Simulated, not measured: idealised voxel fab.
Process module in this document: voxel transistor to metal
Pictured: cross-section cut, 165 nm wide, on a grid of 5 nm square cells.
Each cross-section below is a grid of square cells, stated as bands in top-down order, with one or more rows of cells making up each band. Band: top height; bottom height; in nm. Then, left to right: material with width in nm, for each material. "edge to edge": a single material spanning edge to edge. "air": empty space. Zero point of the height axis is 0; under it, received wafer = one material. Lowest band: continues down indefinitely, "0 -> down". The width entry "30..40" should be interpreted row by row: the top row of cells in the band takes the first number, the bottom row takes the second number, and the change between adjacent rows is uniform throughout. The cross-section has no changed cell in any step marked "nothing different". Look at "Closed cavity list" for the closed voids: empty spaces with no open path to the top, sized 8 cells or up. Each is width x height at distance, distance from the left edge, all nm. Anything after a step's settings on that line? It's the simulator's own note about the step. On any step carrying a mask, the "overlay nm" setting, if present on the step's line, tells how far right of its planned place the mask lay; negative values point to the left.

Set out below are the planned steps of the process:
1 RECEIVE | material Si
2 CONFORMAL_DEP | material SiO2 | thk nm 5
3 CONFORMAL_DEP | material SiN | thk nm 10
4 DIRECTIONAL_DEP | material aC | thk nm 15
5 PATTERN | tone cover | mask id ACTIVE | material resist | width nm 105 | thk nm 30 | overlay nm 0
6 DIRECTIONAL_ETCH | etch materials aC | depth nm 15
7 STRIP | etch materials resist
8 DIRECTIONAL_ETCH | etch materials SiN | depth nm 10
9 DIRECTIONAL_ETCH | etch materials SiO2 | depth nm 5
10 DIRECTIONAL_ETCH | etch materials Si | depth nm 35
11 STRIP | etch materials aC
12 FILL_DEP | material SiO2 | thk nm 10
13 CMP | height nm 15
14 SELECTIVE_ETCH | etch materials SiO2 | depth nm 5
15 STRIP | etch materials SiN
16 SELECTIVE_ETCH | etch materials SiO2 | depth nm 5
17 OXIDIZE | depth nm 5
18 DIRECTIONAL_DEP | material polySi | thk nm 30
19 DIRECTIONAL_DEP | material SiCN | thk nm 10
20 PATTERN | tone cover | mask id GATE | material resist | width nm 25 | thk nm 20 | overlay nm 0
21 DIRECTIONAL_ETCH | etch materials SiCN | depth nm 20
22 DIRECTIONAL_ETCH | etch materials polySi | depth nm 40
23 STRIP | etch materials resist
24 CONFORMAL_DEP | material SiN | thk nm 10
25 DIRECTIONAL_ETCH | etch materials SiN | depth nm 10
26 DIRECTIONAL_ETCH | etch materials SiO2 | depth nm 5
27 DIRECTIONAL_ETCH | etch materials Si | depth nm 5
28 EPI | material pSi | thk nm 5
29 FILL_DEP | material SiO2 | thk nm 10
30 CMP | height nm 40
31 DIRECTIONAL_DEP | material SiO2 | thk nm 15
32 PATTERN | tone open | mask id CONTACT | material resist | width nm 30 | pitch nm 65 | thk nm 20 | overlay nm 0
33 DIRECTIONAL_ETCH | etch materials SiO2 | depth nm 60
34 STRIP | etch materials resist
35 CONFORMAL_DEP | material TiN | thk nm 5
36 FILL_DEP | material Ru | thk nm 5
37 CMP | height nm 55
38 DIRECTIONAL_DEP | material TiN | thk nm 5
39 DIRECTIONAL_DEP | material Ru | thk nm 20
40 PATTERN | tone cover | mask id METAL_1 | material resist | width nm 15 | pitch nm 80 | thk nm 20 | overlay nm 0
41 DIRECTIONAL_ETCH | etch materials Ru | depth nm 20
42 DIRECTIONAL_ETCH | etch materials TiN | depth nm 5
43 STRIP | etch materials resist
44 CONFORMAL_DEP | material SiN | thk nm 5
45 FILL_DEP | material lowk | thk nm 10
46 CMP | height nm 80
47 CONFORMAL_DEP | material SiN | thk nm 5

First wafer out of two, processed as planned:

As-received state of the wafer in cross-section, equivalent to post-step 1:
0 -> down | Si edge to edge
Closed cavity list: none

Cross-section of the wafer after step 2:
5 -> 0 | SiO2 edge to edge
Nothing below the height 0 has changed.

Cross-section of the wafer after step 3:
15 -> 5 | SiN edge to edge
Nothing below the height 5 has changed.

Cross-section of the wafer after step 4:
30 -> 15 | aC edge to edge
Nothing below the height 15 has changed.

Cross-section of the wafer after step 5:
60 -> 30 | air 30 nm; resist 105 nm; air 30 nm
Nothing below the height 30 has changed.

Cross-section of the wafer after step 6:
45 -> 30 | air 30 nm; resist 105 nm; air 30 nm
30 -> 15 | air 30 nm; aC 105 nm; air 30 nm
Nothing below the height 15 has changed.

Cross-section of the wafer after step 7:
30 -> 15 | air 30 nm; aC 105 nm; air 30 nm
Nothing below the height 15 has changed.

Cross-section of the wafer after step 8:
30 -> 15 | air 30 nm; aC 105 nm; air 30 nm
15 -> 5 | air 30 nm; SiN 105 nm; air 30 nm
Nothing below the height 5 has changed.

Cross-section of the wafer after step 9:
30 -> 15 | air 30 nm; aC 105 nm; air 30 nm
15 -> 5 | air 30 nm; SiN 105 nm; air 30 nm
5 -> 0 | air 30 nm; SiO2 105 nm; air 30 nm
Nothing below the height 0 has changed.

Cross-section of the wafer after step 10:
30 -> 15 | air 30 nm; aC 105 nm; air 30 nm
15 -> 5 | air 30 nm; SiN 105 nm; air 30 nm
5 -> 0 | air 30 nm; SiO2 105 nm; air 30 nm
0 -> -35 | air 30 nm; Si 105 nm; air 30 nm
Nothing below the height -35 has changed.

Cross-section of the wafer after step 11:
15 -> 5 | air 30 nm; SiN 105 nm; air 30 nm
Nothing below the height 5 has changed.

Cross-section of the wafer after step 12:
25 -> 15 | SiO2 edge to edge
15 -> 5 | SiO2 30 nm; SiN 105 nm; SiO2 30 nm
5 -> 0 | SiO2 edge to edge
0 -> -35 | SiO2 30 nm; Si 105 nm; SiO2 30 nm
Nothing below the height -35 has changed.

Cross-section of the wafer after step 13:
15 -> 5 | SiO2 30 nm; SiN 105 nm; SiO2 30 nm
Nothing below the height 5 has changed.

Cross-section of the wafer after step 14:
15 -> 10 | air 30 nm; SiN 105 nm; air 30 nm
Nothing below the height 10 has changed.

Cross-section of the wafer after step 15:
10 -> 5 | SiO2 30 nm; air 105 nm; SiO2 30 nm
Nothing below the height 5 has changed.

Cross-section of the wafer after step 16:
5 -> 0 | SiO2 25 nm; air 115 nm; SiO2 25 nm
Nothing below the height 0 has changed.

Cross-section of the wafer after step 17:
5 -> 0 | SiO2 25 nm; air 115 nm; SiO2 25 nm
0 -> -5 | SiO2 edge to edge
Nothing below the height -5 has changed.

Cross-section of the wafer after step 18:
35 -> 30 | polySi 25 nm; air 115 nm; polySi 25 nm
30 -> 5 | polySi edge to edge
5 -> 0 | SiO2 25 nm; polySi 115 nm; SiO2 25 nm
Nothing below the height 0 has changed.

Cross-section of the wafer after step 19:
45 -> 40 | SiCN 25 nm; air 115 nm; SiCN 25 nm
40 -> 35 | SiCN edge to edge
35 -> 30 | polySi 25 nm; SiCN 115 nm; polySi 25 nm
Nothing below the height 30 has changed.

Cross-section of the wafer after step 20:
65 -> 45 | air 70 nm; resist 25 nm; air 70 nm
45 -> 40 | SiCN 25 nm; air 45 nm; resist 25 nm; air 45 nm; SiCN 25 nm
Nothing below the height 40 has changed.

Cross-section of the wafer after step 21:
65 -> 40 | air 70 nm; resist 25 nm; air 70 nm
40 -> 35 | air 70 nm; SiCN 25 nm; air 70 nm
35 -> 30 | polySi 25 nm; air 45 nm; SiCN 25 nm; air 45 nm; polySi 25 nm
Nothing below the height 30 has changed.

Cross-section of the wafer after step 22:
65 -> 40 | air 70 nm; resist 25 nm; air 70 nm
40 -> 30 | air 70 nm; SiCN 25 nm; air 70 nm
30 -> 5 | air 70 nm; polySi 25 nm; air 70 nm
5 -> 0 | SiO2 25 nm; air 45 nm; polySi 25 nm; air 45 nm; SiO2 25 nm
Nothing below the height 0 has changed.

Cross-section of the wafer after step 23:
40 -> 30 | air 70 nm; SiCN 25 nm; air 70 nm
Nothing below the height 30 has changed.

Cross-section of the wafer after step 24:
50 -> 40 | air 60 nm; SiN 45 nm; air 60 nm
40 -> 30 | air 60 nm; SiN 10 nm; SiCN 25 nm; SiN 10 nm; air 60 nm
30 -> 15 | air 60 nm; SiN 10 nm; polySi 25 nm; SiN 10 nm; air 60 nm
15 -> 10 | SiN 35 nm; air 25 nm; SiN 10 nm; polySi 25 nm; SiN 10 nm; air 25 nm; SiN 35 nm
10 -> 5 | SiN 70 nm; polySi 25 nm; SiN 70 nm
5 -> 0 | SiO2 25 nm; SiN 45 nm; polySi 25 nm; SiN 45 nm; SiO2 25 nm
Nothing below the height 0 has changed.

Cross-section of the wafer after step 25:
40 -> 30 | air 60 nm; SiN 10 nm; SiCN 25 nm; SiN 10 nm; air 60 nm
30 -> 5 | air 60 nm; SiN 10 nm; polySi 25 nm; SiN 10 nm; air 60 nm
5 -> 0 | SiO2 25 nm; SiN 10 nm; air 25 nm; SiN 10 nm; polySi 25 nm; SiN 10 nm; air 25 nm; SiN 10 nm; SiO2 25 nm
Nothing below the height 0 has changed.

Cross-section of the wafer after step 26:
40 -> 30 | air 60 nm; SiN 10 nm; SiCN 25 nm; SiN 10 nm; air 60 nm
30 -> 5 | air 60 nm; SiN 10 nm; polySi 25 nm; SiN 10 nm; air 60 nm
5 -> 0 | air 25 nm; SiN 10 nm; air 25 nm; SiN 10 nm; polySi 25 nm; SiN 10 nm; air 25 nm; SiN 10 nm; air 25 nm
0 -> -5 | SiO2 35 nm; air 25 nm; SiO2 45 nm; air 25 nm; SiO2 35 nm
Nothing below the height -5 has changed.

Cross-section of the wafer after step 27:
40 -> 30 | air 60 nm; SiN 10 nm; SiCN 25 nm; SiN 10 nm; air 60 nm
30 -> 5 | air 60 nm; SiN 10 nm; polySi 25 nm; SiN 10 nm; air 60 nm
5 -> 0 | air 25 nm; SiN 10 nm; air 25 nm; SiN 10 nm; polySi 25 nm; SiN 10 nm; air 25 nm; SiN 10 nm; air 25 nm
0 -> -5 | SiO2 35 nm; air 25 nm; SiO2 45 nm; air 25 nm; SiO2 35 nm
-5 -> -10 | SiO2 30 nm; Si 5 nm; air 25 nm; Si 45 nm; air 25 nm; Si 5 nm; SiO2 30 nm
Nothing below the height -10 has changed.

Cross-section of the wafer after step 28:
40 -> 30 | air 60 nm; SiN 10 nm; SiCN 25 nm; SiN 10 nm; air 60 nm
30 -> 5 | air 60 nm; SiN 10 nm; polySi 25 nm; SiN 10 nm; air 60 nm
5 -> 0 | air 25 nm; SiN 10 nm; air 25 nm; SiN 10 nm; polySi 25 nm; SiN 10 nm; air 25 nm; SiN 10 nm; air 25 nm
0 -> -5 | SiO2 35 nm; pSi 5 nm; air 15 nm; pSi 5 nm; SiO2 45 nm; pSi 5 nm; air 15 nm; pSi 5 nm; SiO2 35 nm
-5 -> -10 | SiO2 30 nm; Si 5 nm; pSi 25 nm; Si 45 nm; pSi 25 nm; Si 5 nm; SiO2 30 nm
Nothing below the height -10 has changed.

Cross-section of the wafer after step 29:
50 -> 40 | SiO2 edge to edge
40 -> 30 | SiO2 60 nm; SiN 10 nm; SiCN 25 nm; SiN 10 nm; SiO2 60 nm
30 -> 5 | SiO2 60 nm; SiN 10 nm; polySi 25 nm; SiN 10 nm; SiO2 60 nm
5 -> 0 | SiO2 25 nm; SiN 10 nm; SiO2 25 nm; SiN 10 nm; polySi 25 nm; SiN 10 nm; SiO2 25 nm; SiN 10 nm; SiO2 25 nm
0 -> -5 | SiO2 35 nm; pSi 5 nm; SiO2 15 nm; pSi 5 nm; SiO2 45 nm; pSi 5 nm; SiO2 15 nm; pSi 5 nm; SiO2 35 nm
Nothing below the height -5 has changed.

Cross-section of the wafer after step 30:
40 -> 30 | SiO2 60 nm; SiN 10 nm; SiCN 25 nm; SiN 10 nm; SiO2 60 nm
Nothing below the height 30 has changed.

Cross-section of the wafer after step 31:
55 -> 40 | SiO2 edge to edge
Nothing below the height 40 has changed.

Cross-section of the wafer after step 32:
75 -> 55 | resist 35 nm; air 30 nm; resist 35 nm; air 30 nm; resist 35 nm
Nothing below the height 55 has changed.

Cross-section of the wafer after step 33:
75 -> 55 | resist 35 nm; air 30 nm; resist 35 nm; air 30 nm; resist 35 nm
55 -> 40 | SiO2 35 nm; air 30 nm; SiO2 35 nm; air 30 nm; SiO2 35 nm
40 -> 30 | SiO2 35 nm; air 25 nm; SiN 10 nm; SiCN 25 nm; SiN 10 nm; air 25 nm; SiO2 35 nm
30 -> 5 | SiO2 35 nm; air 25 nm; SiN 10 nm; polySi 25 nm; SiN 10 nm; air 25 nm; SiO2 35 nm
5 -> 0 | SiO2 25 nm; SiN 10 nm; air 25 nm; SiN 10 nm; polySi 25 nm; SiN 10 nm; air 25 nm; SiN 10 nm; SiO2 25 nm
0 -> -5 | SiO2 35 nm; pSi 5 nm; air 15 nm; pSi 5 nm; SiO2 45 nm; pSi 5 nm; air 15 nm; pSi 5 nm; SiO2 35 nm
Nothing below the height -5 has changed.

Cross-section of the wafer after step 34:
55 -> 40 | SiO2 35 nm; air 30 nm; SiO2 35 nm; air 30 nm; SiO2 35 nm
Nothing below the height 40 has changed.

Cross-section of the wafer after step 35:
60 -> 55 | TiN 40 nm; air 20 nm; TiN 45 nm; air 20 nm; TiN 40 nm
55 -> 45 | SiO2 35 nm; TiN 5 nm; air 20 nm; TiN 5 nm; SiO2 35 nm; TiN 5 nm; air 20 nm; TiN 5 nm; SiO2 35 nm
45 -> 40 | SiO2 35 nm; TiN 5 nm; air 15 nm; TiN 10 nm; SiO2 35 nm; TiN 10 nm; air 15 nm; TiN 5 nm; SiO2 35 nm
40 -> 30 | SiO2 35 nm; TiN 5 nm; air 15 nm; TiN 5 nm; SiN 10 nm; SiCN 25 nm; SiN 10 nm; TiN 5 nm; air 15 nm; TiN 5 nm; SiO2 35 nm
30 -> 5 | SiO2 35 nm; TiN 5 nm; air 15 nm; TiN 5 nm; SiN 10 nm; polySi 25 nm; SiN 10 nm; TiN 5 nm; air 15 nm; TiN 5 nm; SiO2 35 nm
5 -> 0 | SiO2 25 nm; SiN 10 nm; TiN 10 nm; air 5 nm; TiN 10 nm; SiN 10 nm; polySi 25 nm; SiN 10 nm; TiN 10 nm; air 5 nm; TiN 10 nm; SiN 10 nm; SiO2 25 nm
0 -> -5 | SiO2 35 nm; pSi 5 nm; TiN 15 nm; pSi 5 nm; SiO2 45 nm; pSi 5 nm; TiN 15 nm; pSi 5 nm; SiO2 35 nm
Nothing below the height -5 has changed.

Cross-section of the wafer after step 36:
65 -> 60 | Ru edge to edge
60 -> 55 | TiN 40 nm; Ru 20 nm; TiN 45 nm; Ru 20 nm; TiN 40 nm
55 -> 45 | SiO2 35 nm; TiN 5 nm; Ru 20 nm; TiN 5 nm; SiO2 35 nm; TiN 5 nm; Ru 20 nm; TiN 5 nm; SiO2 35 nm
45 -> 40 | SiO2 35 nm; TiN 5 nm; Ru 15 nm; TiN 10 nm; SiO2 35 nm; TiN 10 nm; Ru 15 nm; TiN 5 nm; SiO2 35 nm
40 -> 30 | SiO2 35 nm; TiN 5 nm; Ru 15 nm; TiN 5 nm; SiN 10 nm; SiCN 25 nm; SiN 10 nm; TiN 5 nm; Ru 15 nm; TiN 5 nm; SiO2 35 nm
30 -> 5 | SiO2 35 nm; TiN 5 nm; Ru 15 nm; TiN 5 nm; SiN 10 nm; polySi 25 nm; SiN 10 nm; TiN 5 nm; Ru 15 nm; TiN 5 nm; SiO2 35 nm
5 -> 0 | SiO2 25 nm; SiN 10 nm; TiN 10 nm; Ru 5 nm; TiN 10 nm; SiN 10 nm; polySi 25 nm; SiN 10 nm; TiN 10 nm; Ru 5 nm; TiN 10 nm; SiN 10 nm; SiO2 25 nm
Nothing below the height 0 has changed.

Cross-section of the wafer after step 37:
55 -> 45 | SiO2 35 nm; TiN 5 nm; Ru 20 nm; TiN 5 nm; SiO2 35 nm; TiN 5 nm; Ru 20 nm; TiN 5 nm; SiO2 35 nm
Nothing below the height 45 has changed.

Cross-section of the wafer after step 38:
60 -> 55 | TiN edge to edge
Nothing below the height 55 has changed.

Cross-section of the wafer after step 39:
80 -> 60 | Ru edge to edge
Nothing below the height 60 has changed.

Cross-section of the wafer after step 40:
100 -> 80 | air 35 nm; resist 15 nm; air 65 nm; resist 15 nm; air 35 nm
Nothing below the height 80 has changed.

Cross-section of the wafer after step 41:
100 -> 80 | air 35 nm; resist 15 nm; air 65 nm; resist 15 nm; air 35 nm
80 -> 60 | air 35 nm; Ru 15 nm; air 65 nm; Ru 15 nm; air 35 nm
Nothing below the height 60 has changed.

Cross-section of the wafer after step 42:
100 -> 80 | air 35 nm; resist 15 nm; air 65 nm; resist 15 nm; air 35 nm
80 -> 60 | air 35 nm; Ru 15 nm; air 65 nm; Ru 15 nm; air 35 nm
60 -> 55 | air 35 nm; TiN 15 nm; air 65 nm; TiN 15 nm; air 35 nm
Nothing below the height 55 has changed.

Cross-section of the wafer after step 43:
80 -> 60 | air 35 nm; Ru 15 nm; air 65 nm; Ru 15 nm; air 35 nm
Nothing below the height 60 has changed.

Cross-section of the wafer after step 44:
85 -> 80 | air 30 nm; SiN 25 nm; air 55 nm; SiN 25 nm; air 30 nm
80 -> 60 | air 30 nm; SiN 5 nm; Ru 15 nm; SiN 5 nm; air 55 nm; SiN 5 nm; Ru 15 nm; SiN 5 nm; air 30 nm
60 -> 55 | SiN 35 nm; TiN 15 nm; SiN 65 nm; TiN 15 nm; SiN 35 nm
Nothing below the height 55 has changed.

Cross-section of the wafer after step 45:
95 -> 85 | lowk edge to edge
85 -> 80 | lowk 30 nm; SiN 25 nm; lowk 55 nm; SiN 25 nm; lowk 30 nm
80 -> 60 | lowk 30 nm; SiN 5 nm; Ru 15 nm; SiN 5 nm; lowk 55 nm; SiN 5 nm; Ru 15 nm; SiN 5 nm; lowk 30 nm
Nothing below the height 60 has changed.

Cross-section of the wafer after step 46:
80 -> 60 | lowk 30 nm; SiN 5 nm; Ru 15 nm; SiN 5 nm; lowk 55 nm; SiN 5 nm; Ru 15 nm; SiN 5 nm; lowk 30 nm
Nothing below the height 60 has changed.

Cross-section of the wafer after step 47:
85 -> 80 | SiN edge to edge
Nothing below the height 80 has changed.

The second wafer was prepared from the same starting point and under the same plan as the first; its processing contained one mistake, and it remains indistinguishable from the first wafer up to and including step 36:

Second wafer, cross-section, planned end of step 37:
50 -> 40 | SiO2 35 nm; TiN 5 nm; Ru 20..15 nm; TiN 5..10 nm; SiO2 35 nm; TiN 5..10 nm; Ru 20..15 nm; TiN 5 nm; SiO2 35 nm
Nothing below the height 40 has changed.

Second wafer, cross-section, planned end of step 38:
55 -> 50 | TiN edge to edge
Nothing below the height 50 has changed.

Second wafer, cross-section, planned end of step 39:
75 -> 55 | Ru edge to edge
Nothing below the height 55 has changed.

Second wafer, cross-section, planned end of step 40:
95 -> 75 | air 35 nm; resist 15 nm; air 65 nm; resist 15 nm; air 35 nm
Nothing below the height 75 has changed.

Second wafer, cross-section, planned end of step 41:
95 -> 75 | air 35 nm; resist 15 nm; air 65 nm; resist 15 nm; air 35 nm
75 -> 55 | air 35 nm; Ru 15 nm; air 65 nm; Ru 15 nm; air 35 nm
Nothing below the height 55 has changed.

Second wafer, cross-section, planned end of step 42:
95 -> 75 | air 35 nm; resist 15 nm; air 65 nm; resist 15 nm; air 35 nm
75 -> 55 | air 35 nm; Ru 15 nm; air 65 nm; Ru 15 nm; air 35 nm
55 -> 50 | air 35 nm; TiN 15 nm; air 65 nm; TiN 15 nm; air 35 nm
Nothing below the height 50 has changed.

Second wafer, cross-section, planned end of step 43:
75 -> 55 | air 35 nm; Ru 15 nm; air 65 nm; Ru 15 nm; air 35 nm
Nothing below the height 55 has changed.

Second wafer, cross-section, planned end of step 44:
80 -> 75 | air 30 nm; SiN 25 nm; air 55 nm; SiN 25 nm; air 30 nm
75 -> 55 | air 30 nm; SiN 5 nm; Ru 15 nm; SiN 5 nm; air 55 nm; SiN 5 nm; Ru 15 nm; SiN 5 nm; air 30 nm
55 -> 50 | SiN 35 nm; TiN 15 nm; SiN 65 nm; TiN 15 nm; SiN 35 nm
Nothing below the height 50 has changed.

Second wafer, cross-section, planned end of step 45:
90 -> 80 | lowk edge to edge
80 -> 75 | lowk 30 nm; SiN 25 nm; lowk 55 nm; SiN 25 nm; lowk 30 nm
75 -> 55 | lowk 30 nm; SiN 5 nm; Ru 15 nm; SiN 5 nm; lowk 55 nm; SiN 5 nm; Ru 15 nm; SiN 5 nm; lowk 30 nm
Nothing below the height 55 has changed.

Second wafer, cross-section, planned end of step 46:
80 -> 75 | lowk 30 nm; SiN 25 nm; lowk 55 nm; SiN 25 nm; lowk 30 nm
Nothing below the height 75 has changed.

Second wafer, cross-section, planned end of step 47:
85 -> 80 | SiN edge to edge
Nothing below the height 80 has changed.
Where did the run depart from the plan? heads up, step 37 didn't go per plan, it actually ran as CMP | height nm 50
Final comparison by cell count, materials where the second wafer has more or fewer than the first: 8 fewer of Ru; 10 more of SiN; 21 fewer of SiO2; 4 fewer of TiN; 23 more of lowk
